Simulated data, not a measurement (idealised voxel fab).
Documented hereafter: the process module known as voxel gate over fins.
Section cut is 235 nm wide and gridded with 5 nm square cells.
Cross-section layout: square cells on a grid; listed as bands, top to bottom; a band spans one or more cell rows. Each band's line starts with the height of the band's top and of its bottom, in nm. Then come its materials from left to right, each with its width in nm. One material with "everywhere" fills the band from edge to edge. "air" is empty space. Heads up on the height convention: 0 is the point under which the incoming wafer is all one material, and the lowest band has no bottom, it just keeps going down, like "0..down". You'd read "30..40" like this: the band's top row of cells is as wide as the first number, its bottom row is as wide as the second, and going down, every row changes width by the same amount as the row before did. "no change" for a step: no cell of the cross-section changed in that step. Closed empty spaces (no open way to the top) of 8 cells or more are what "Fully sealed cavities" lists, each as width x height at distance from the left edge, nm for all three. It should be noted that, on the line of a given step, the content following the step's settings is a remark produced by the simulator itself with respect to that step. On any step carrying a mask, the "overlay nm" setting, if present on the step's line, tells how far right of its planned place the mask lay; negative values point to the left.

THE FOLLOWING LIST GIVES THE PLANNED PROCESS STEPS
step 1: RECEIVE: material Si
step 2: CONFORMAL_DEP: material SiN, thk nm 5
step 3: PATTERN: tone cover, mask id FINS, material resist, width nm 15, pitch nm 50, thk nm 20, overlay nm 0
step 4: DIRECTIONAL_ETCH: etch materials SiN, depth nm 5
step 5: DIRECTIONAL_ETCH: etch materials Si, depth nm 30
step 6: STRIP: etch materials resist
step 7: FILL_DEP: material SiO2, thk nm 5
step 8: CMP: height nm 5
step 9: PATTERN: tone open, mask id RAIL, material resist, width nm 15, thk nm 20, overlay nm 0
step 10: DIRECTIONAL_ETCH: etch materials SiO2, depth nm 30
step 11: STRIP: etch materials resist
step 12: CONFORMAL_DEP: material TiN, thk nm 5
step 13: FILL_DEP: material Ru, thk nm 5
step 14: CMP: height nm 5
step 15: SELECTIVE_ETCH: etch materials W Ru TiN, depth nm 20
step 16: FILL_DEP: material SiO2, thk nm 5
step 17: CMP: height nm 5
step 18: SELECTIVE_ETCH: etch materials SiO2, depth nm 15
step 19: STRIP: etch materials SiN
step 20: CONFORMAL_DEP: material HfO2, thk nm 5
step 21: CONFORMAL_DEP: material TiN, thk nm 5
step 22: CONFORMAL_DEP: material TiAl, thk nm 5
step 23: CONFORMAL_DEP: material TiN, thk nm 5
step 24: FILL_DEP: material W, thk nm 15
step 25: CMP: height nm 30
step 26: CONFORMAL_DEP: material SiN, thk nm 10

BELOW: THE FIRST OF TWO WAFERS, RUN AS PLANNED

WAFER CROSS-SECTION ON RECEIPT, I.E. AFTER STEP 1
  0..down = Si everywhere
  Fully sealed cavities: none

PRESENTED HERE IS A CROSS-SECTION OF THE WAFER AFTER STEP 2 HAS BEEN PERFORMED
  5..0 = SiN everywhere
  Below 0 it's all the same as before, nothing changed down there.

PRESENTED HERE IS A CROSS-SECTION OF THE WAFER AFTER STEP 3 HAS BEEN PERFORMED
  25..5 = air: 85, then resist: 15, then air: 35, then resist: 15, then air: 85
  Below 5 it's all the same as before, nothing changed down there.

PRESENTED HERE IS A CROSS-SECTION OF THE WAFER AFTER STEP 4 HAS BEEN PERFORMED
  25..5 = air: 85, then resist: 15, then air: 35, then resist: 15, then air: 85
  5..0 = air: 85, then SiN: 15, then air: 35, then SiN: 15, then air: 85
  Below 0 it's all the same as before, nothing changed down there.

PRESENTED HERE IS A CROSS-SECTION OF THE WAFER AFTER STEP 5 HAS BEEN PERFORMED
  25..5 = air: 85, then resist: 15, then air: 35, then resist: 15, then air: 85
  5..0 = air: 85, then SiN: 15, then air: 35, then SiN: 15, then air: 85
  0..-30 = air: 85, then Si: 15, then air: 35, then Si: 15, then air: 85
  Below -30 it's all the same as before, nothing changed down there.

PRESENTED HERE IS A CROSS-SECTION OF THE WAFER AFTER STEP 6 HAS BEEN PERFORMED
  5..0 = air: 85, then SiN: 15, then air: 35, then SiN: 15, then air: 85
  Below 0 it's all the same as before, nothing changed down there.

PRESENTED HERE IS A CROSS-SECTION OF THE WAFER AFTER STEP 7 HAS BEEN PERFORMED
  10..5 = SiO2 everywhere
  5..0 = SiO2: 85, then SiN: 15, then SiO2: 35, then SiN: 15, then SiO2: 85
  0..-30 = SiO2: 85, then Si: 15, then SiO2: 35, then Si: 15, then SiO2: 85
  Below -30 it's all the same as before, nothing changed down there.

PRESENTED HERE IS A CROSS-SECTION OF THE WAFER AFTER STEP 8 HAS BEEN PERFORMED
  5..0 = SiO2: 85, then SiN: 15, then SiO2: 35, then SiN: 15, then SiO2: 85
  Below 0 it's all the same as before, nothing changed down there.

PRESENTED HERE IS A CROSS-SECTION OF THE WAFER AFTER STEP 9 HAS BEEN PERFORMED
  25..5 = resist: 110, then air: 15, then resist: 110
  Below 5 it's all the same as before, nothing changed down there.

PRESENTED HERE IS A CROSS-SECTION OF THE WAFER AFTER STEP 10 HAS BEEN PERFORMED
  25..5 = resist: 110, then air: 15, then resist: 110
  5..0 = SiO2: 85, then SiN: 15, then SiO2: 10, then air: 15, then SiO2: 10, then SiN: 15, then SiO2: 85
  0..-25 = SiO2: 85, then Si: 15, then SiO2: 10, then air: 15, then SiO2: 10, then Si: 15, then SiO2: 85
  Below -25 it's all the same as before, nothing changed down there.

PRESENTED HERE IS A CROSS-SECTION OF THE WAFER AFTER STEP 11 HAS BEEN PERFORMED
  5..0 = SiO2: 85, then SiN: 15, then SiO2: 10, then air: 15, then SiO2: 10, then SiN: 15, then SiO2: 85
  Below 0 it's all the same as before, nothing changed down there.

PRESENTED HERE IS A CROSS-SECTION OF THE WAFER AFTER STEP 12 HAS BEEN PERFORMED
  10..5 = TiN: 115, then air: 5, then TiN: 115
  5..0 = SiO2: 85, then SiN: 15, then SiO2: 10, then TiN: 5, then air: 5, then TiN: 5, then SiO2: 10, then SiN: 15, then SiO2: 85
  0..-20 = SiO2: 85, then Si: 15, then SiO2: 10, then TiN: 5, then air: 5, then TiN: 5, then SiO2: 10, then Si: 15, then SiO2: 85
  -20..-25 = SiO2: 85, then Si: 15, then SiO2: 10, then TiN: 15, then SiO2: 10, then Si: 15, then SiO2: 85
  Below -25 it's all the same as before, nothing changed down there.

PRESENTED HERE IS A CROSS-SECTION OF THE WAFER AFTER STEP 13 HAS BEEN PERFORMED
  15..10 = Ru everywhere
  10..5 = TiN: 115, then Ru: 5, then TiN: 115
  5..0 = SiO2: 85, then SiN: 15, then SiO2: 10, then TiN: 5, then Ru: 5, then TiN: 5, then SiO2: 10, then SiN: 15, then SiO2: 85
  0..-20 = SiO2: 85, then Si: 15, then SiO2: 10, then TiN: 5, then Ru: 5, then TiN: 5, then SiO2: 10, then Si: 15, then SiO2: 85
  Below -20 it's all the same as before, nothing changed down there.

PRESENTED HERE IS A CROSS-SECTION OF THE WAFER AFTER STEP 14 HAS BEEN PERFORMED
  5..0 = SiO2: 85, then SiN: 15, then SiO2: 10, then TiN: 5, then Ru: 5, then TiN: 5, then SiO2: 10, then SiN: 15, then SiO2: 85
  Below 0 it's all the same as before, nothing changed down there.

PRESENTED HERE IS A CROSS-SECTION OF THE WAFER AFTER STEP 15 HAS BEEN PERFORMED
  5..0 = SiO2: 85, then SiN: 15, then SiO2: 10, then air: 15, then SiO2: 10, then SiN: 15, then SiO2: 85
  0..-15 = SiO2: 85, then Si: 15, then SiO2: 10, then air: 15, then SiO2: 10, then Si: 15, then SiO2: 85
  Below -15 it's all the same as before, nothing changed down there.

PRESENTED HERE IS A CROSS-SECTION OF THE WAFER AFTER STEP 16 HAS BEEN PERFORMED
  10..5 = SiO2 everywhere
  5..0 = SiO2: 85, then SiN: 15, then SiO2: 35, then SiN: 15, then SiO2: 85
  0..-15 = SiO2: 85, then Si: 15, then SiO2: 35, then Si: 15, then SiO2: 85
  Below -15 it's all the same as before, nothing changed down there.

PRESENTED HERE IS A CROSS-SECTION OF THE WAFER AFTER STEP 17 HAS BEEN PERFORMED
  5..0 = SiO2: 85, then SiN: 15, then SiO2: 35, then SiN: 15, then SiO2: 85
  Below 0 it's all the same as before, nothing changed down there.

PRESENTED HERE IS A CROSS-SECTION OF THE WAFER AFTER STEP 18 HAS BEEN PERFORMED
  5..0 = air: 85, then SiN: 15, then air: 35, then SiN: 15, then air: 85
  0..-10 = air: 85, then Si: 15, then air: 35, then Si: 15, then air: 85
  Below -10 it's all the same as before, nothing changed down there.

PRESENTED HERE IS A CROSS-SECTION OF THE WAFER AFTER STEP 19 HAS BEEN PERFORMED
  0..-10 = air: 85, then Si: 15, then air: 35, then Si: 15, then air: 85
  Below -10 it's all the same as before, nothing changed down there.

PRESENTED HERE IS A CROSS-SECTION OF THE WAFER AFTER STEP 20 HAS BEEN PERFORMED
  5..0 = air: 80, then HfO2: 25, then air: 25, then HfO2: 25, then air: 80
  0..-5 = air: 80, then HfO2: 5, then Si: 15, then HfO2: 5, then air: 25, then HfO2: 5, then Si: 15, then HfO2: 5, then air: 80
  -5..-10 = HfO2: 85, then Si: 15, then HfO2: 35, then Si: 15, then HfO2: 85
  Below -10 it's all the same as before, nothing changed down there.

PRESENTED HERE IS A CROSS-SECTION OF THE WAFER AFTER STEP 21 HAS BEEN PERFORMED
  10..5 = air: 75, then TiN: 35, then air: 15, then TiN: 35, then air: 75
  5..0 = air: 75, then TiN: 5, then HfO2: 25, then TiN: 5, then air: 15, then TiN: 5, then HfO2: 25, then TiN: 5, then air: 75
  0..-5 = TiN: 80, then HfO2: 5, then Si: 15, then HfO2: 5, then TiN: 25, then HfO2: 5, then Si: 15, then HfO2: 5, then TiN: 80
  Below -5 it's all the same as before, nothing changed down there.

PRESENTED HERE IS A CROSS-SECTION OF THE WAFER AFTER STEP 22 HAS BEEN PERFORMED
  15..10 = air: 70, then TiAl: 45, then air: 5, then TiAl: 45, then air: 70
  10..5 = air: 70, then TiAl: 5, then TiN: 35, then TiAl: 5, then air: 5, then TiAl: 5, then TiN: 35, then TiAl: 5, then air: 70
  5..0 = TiAl: 75, then TiN: 5, then HfO2: 25, then TiN: 5, then TiAl: 15, then TiN: 5, then HfO2: 25, then TiN: 5, then TiAl: 75
  Below 0 it's all the same as before, nothing changed down there.

PRESENTED HERE IS A CROSS-SECTION OF THE WAFER AFTER STEP 23 HAS BEEN PERFORMED
  20..15 = air: 65, then TiN: 105, then air: 65
  15..10 = air: 65, then TiN: 5, then TiAl: 45, then TiN: 5, then TiAl: 45, then TiN: 5, then air: 65
  10..5 = TiN: 70, then TiAl: 5, then TiN: 35, then TiAl: 5, then TiN: 5, then TiAl: 5, then TiN: 35, then TiAl: 5, then TiN: 70
  Below 5 it's all the same as before, nothing changed down there.

PRESENTED HERE IS A CROSS-SECTION OF THE WAFER AFTER STEP 24 HAS BEEN PERFORMED
  35..20 = W everywhere
  20..15 = W: 65, then TiN: 105, then W: 65
  15..10 = W: 65, then TiN: 5, then TiAl: 45, then TiN: 5, then TiAl: 45, then TiN: 5, then W: 65
  Below 10 it's all the same as before, nothing changed down there.

PRESENTED HERE IS A CROSS-SECTION OF THE WAFER AFTER STEP 25 HAS BEEN PERFORMED
  30..20 = W everywhere
  Below 20 it's all the same as before, nothing changed down there.

PRESENTED HERE IS A CROSS-SECTION OF THE WAFER AFTER STEP 26 HAS BEEN PERFORMED
  40..30 = SiN everywhere
  Below 30 it's all the same as before, nothing changed down there.

SECOND WAFER: SAME START AND SAME PLAN AS THE FIRST, ONE EXECUTION ERROR; IDENTICAL TO THE FIRST THROUGH STEP 4

WHAT THE SECOND WAFER LOOKS LIKE IN CROSS-SECTION WHEN STEP 5 SHOULD HAVE WRAPPED UP
  25..5 = air: 85, then resist: 15, then air: 35, then resist: 15, then air: 85
  5..0 = air: 85, then SiN: 15, then air: 35, then SiN: 15, then air: 85
  0..-25 = air: 85, then Si: 15, then air: 35, then Si: 15, then air: 85
  Below -25 it's all the same as before, nothing changed down there.

WHAT THE SECOND WAFER LOOKS LIKE IN CROSS-SECTION WHEN STEP 6 SHOULD HAVE WRAPPED UP
  5..0 = air: 85, then SiN: 15, then air: 35, then SiN: 15, then air: 85
  Below 0 it's all the same as before, nothing changed down there.

WHAT THE SECOND WAFER LOOKS LIKE IN CROSS-SECTION WHEN STEP 7 SHOULD HAVE WRAPPED UP
  10..5 = SiO2 everywhere
  5..0 = SiO2: 85, then SiN: 15, then SiO2: 35, then SiN: 15, then SiO2: 85
  0..-25 = SiO2: 85, then Si: 15, then SiO2: 35, then Si: 15, then SiO2: 85
  Below -25 it's all the same as before, nothing changed down there.

WHAT THE SECOND WAFER LOOKS LIKE IN CROSS-SECTION WHEN STEP 8 SHOULD HAVE WRAPPED UP
  5..0 = SiO2: 85, then SiN: 15, then SiO2: 35, then SiN: 15, then SiO2: 85
  Below 0 it's all the same as before, nothing changed down there.

WHAT THE SECOND WAFER LOOKS LIKE IN CROSS-SECTION WHEN STEP 9 SHOULD HAVE WRAPPED UP
  25..5 = resist: 110, then air: 15, then resist: 110
  Below 5 it's all the same as before, nothing changed down there.

WHAT THE SECOND WAFER LOOKS LIKE IN CROSS-SECTION WHEN STEP 10 SHOULD HAVE WRAPPED UP
  25..5 = resist: 110, then air: 15, then resist: 110
  5..0 = SiO2: 85, then SiN: 15, then SiO2: 10, then air: 15, then SiO2: 10, then SiN: 15, then SiO2: 85
  0..-25 = SiO2: 85, then Si: 15, then SiO2: 10, then air: 15, then SiO2: 10, then Si: 15, then SiO2: 85
  Below -25 it's all the same as before, nothing changed down there.

WHAT THE SECOND WAFER LOOKS LIKE IN CROSS-SECTION WHEN STEP 11 SHOULD HAVE WRAPPED UP
  5..0 = SiO2: 85, then SiN: 15, then SiO2: 10, then air: 15, then SiO2: 10, then SiN: 15, then SiO2: 85
  Below 0 it's all the same as before, nothing changed down there.

WHAT THE SECOND WAFER LOOKS LIKE IN CROSS-SECTION WHEN STEP 12 SHOULD HAVE WRAPPED UP
  10..5 = TiN: 115, then air: 5, then TiN: 115
  5..0 = SiO2: 85, then SiN: 15, then SiO2: 10, then TiN: 5, then air: 5, then TiN: 5, then SiO2: 10, then SiN: 15, then SiO2: 85
  0..-20 = SiO2: 85, then Si: 15, then SiO2: 10, then TiN: 5, then air: 5, then TiN: 5, then SiO2: 10, then Si: 15, then SiO2: 85
  -20..-25 = SiO2: 85, then Si: 15, then SiO2: 10, then TiN: 15, then SiO2: 10, then Si: 15, then SiO2: 85
  Below -25 it's all the same as before, nothing changed down there.

WHAT THE SECOND WAFER LOOKS LIKE IN CROSS-SECTION WHEN STEP 13 SHOULD HAVE WRAPPED UP
  15..10 = Ru everywhere
  10..5 = TiN: 115, then Ru: 5, then TiN: 115
  5..0 = SiO2: 85, then SiN: 15, then SiO2: 10, then TiN: 5, then Ru: 5, then TiN: 5, then SiO2: 10, then SiN: 15, then SiO2: 85
  0..-20 = SiO2: 85, then Si: 15, then SiO2: 10, then TiN: 5, then Ru: 5, then TiN: 5, then SiO2: 10, then Si: 15, then SiO2: 85
  Below -20 it's all the same as before, nothing changed down there.

WHAT THE SECOND WAFER LOOKS LIKE IN CROSS-SECTION WHEN STEP 14 SHOULD HAVE WRAPPED UP
  5..0 = SiO2: 85, then SiN: 15, then SiO2: 10, then TiN: 5, then Ru: 5, then TiN: 5, then SiO2: 10, then SiN: 15, then SiO2: 85
  Below 0 it's all the same as before, nothing changed down there.

WHAT THE SECOND WAFER LOOKS LIKE IN CROSS-SECTION WHEN STEP 15 SHOULD HAVE WRAPPED UP
  5..0 = SiO2: 85, then SiN: 15, then SiO2: 10, then air: 15, then SiO2: 10, then SiN: 15, then SiO2: 85
  0..-15 = SiO2: 85, then Si: 15, then SiO2: 10, then air: 15, then SiO2: 10, then Si: 15, then SiO2: 85
  Below -15 it's all the same as before, nothing changed down there.

WHAT THE SECOND WAFER LOOKS LIKE IN CROSS-SECTION WHEN STEP 16 SHOULD HAVE WRAPPED UP
  10..5 = SiO2 everywhere
  5..0 = SiO2: 85, then SiN: 15, then SiO2: 35, then SiN: 15, then SiO2: 85
  0..-15 = SiO2: 85, then Si: 15, then SiO2: 35, then Si: 15, then SiO2: 85
  Below -15 it's all the same as before, nothing changed down there.

WHAT THE SECOND WAFER LOOKS LIKE IN CROSS-SECTION WHEN STEP 17 SHOULD HAVE WRAPPED UP
  5..0 = SiO2: 85, then SiN: 15, then SiO2: 35, then SiN: 15, then SiO2: 85
  Below 0 it's all the same as before, nothing changed down there.

WHAT THE SECOND WAFER LOOKS LIKE IN CROSS-SECTION WHEN STEP 18 SHOULD HAVE WRAPPED UP
  5..0 = air: 85, then SiN: 15, then air: 35, then SiN: 15, then air: 85
  0..-10 = air: 85, then Si: 15, then air: 35, then Si: 15, then air: 85
  Below -10 it's all the same as before, nothing changed down there.

WHAT THE SECOND WAFER LOOKS LIKE IN CROSS-SECTION WHEN STEP 19 SHOULD HAVE WRAPPED UP
  0..-10 = air: 85, then Si: 15, then air: 35, then Si: 15, then air: 85
  Below -10 it's all the same as before, nothing changed down there.

WHAT THE SECOND WAFER LOOKS LIKE IN CROSS-SECTION WHEN STEP 20 SHOULD HAVE WRAPPED UP
  5..0 = air: 80, then HfO2: 25, then air: 25, then HfO2: 25, then air: 80
  0..-5 = air: 80, then HfO2: 5, then Si: 15, then HfO2: 5, then air: 25, then HfO2: 5, then Si: 15, then HfO2: 5, then air: 80
  -5..-10 = HfO2: 85, then Si: 15, then HfO2: 35, then Si: 15, then HfO2: 85
  Below -10 it's all the same as before, nothing changed down there.

WHAT THE SECOND WAFER LOOKS LIKE IN CROSS-SECTION WHEN STEP 21 SHOULD HAVE WRAPPED UP
  10..5 = air: 75, then TiN: 35, then air: 15, then TiN: 35, then air: 75
  5..0 = air: 75, then TiN: 5, then HfO2: 25, then TiN: 5, then air: 15, then TiN: 5, then HfO2: 25, then TiN: 5, then air: 75
  0..-5 = TiN: 80, then HfO2: 5, then Si: 15, then HfO2: 5, then TiN: 25, then HfO2: 5, then Si: 15, then HfO2: 5, then TiN: 80
  Below -5 it's all the same as before, nothing changed down there.

WHAT THE SECOND WAFER LOOKS LIKE IN CROSS-SECTION WHEN STEP 22 SHOULD HAVE WRAPPED UP
  15..10 = air: 70, then TiAl: 45, then air: 5, then TiAl: 45, then air: 70
  10..5 = air: 70, then TiAl: 5, then TiN: 35, then TiAl: 5, then air: 5, then TiAl: 5, then TiN: 35, then TiAl: 5, then air: 70
  5..0 = TiAl: 75, then TiN: 5, then HfO2: 25, then TiN: 5, then TiAl: 15, then TiN: 5, then HfO2: 25, then TiN: 5, then TiAl: 75
  Below 0 it's all the same as before, nothing changed down there.

WHAT THE SECOND WAFER LOOKS LIKE IN CROSS-SECTION WHEN STEP 23 SHOULD HAVE WRAPPED UP
  20..15 = air: 65, then TiN: 105, then air: 65
  15..10 = air: 65, then TiN: 5, then TiAl: 45, then TiN: 5, then TiAl: 45, then TiN: 5, then air: 65
  10..5 = TiN: 70, then TiAl: 5, then TiN: 35, then TiAl: 5, then TiN: 5, then TiAl: 5, then TiN: 35, then TiAl: 5, then TiN: 70
  Below 5 it's all the same as before, nothing changed down there.

WHAT THE SECOND WAFER LOOKS LIKE IN CROSS-SECTION WHEN STEP 24 SHOULD HAVE WRAPPED UP
  35..20 = W everywhere
  20..15 = W: 65, then TiN: 105, then W: 65
  15..10 = W: 65, then TiN: 5, then TiAl: 45, then TiN: 5, then TiAl: 45, then TiN: 5, then W: 65
  Below 10 it's all the same as before, nothing changed down there.

WHAT THE SECOND WAFER LOOKS LIKE IN CROSS-SECTION WHEN STEP 25 SHOULD HAVE WRAPPED UP
  30..20 = W everywhere
  Below 20 it's all the same as before, nothing changed down there.

WHAT THE SECOND WAFER LOOKS LIKE IN CROSS-SECTION WHEN STEP 26 SHOULD HAVE WRAPPED UP
  40..30 = SiN everywhere
  Below 30 it's all the same as before, nothing changed down there.
Diagnosis: rather than as planned, step 5 actually ran as DIRECTIONAL_ETCH: etch materials Si, depth nm 25
Final wafer comparison in cells, second versus first, more or fewer per material: +41 Si | -41 SiO2
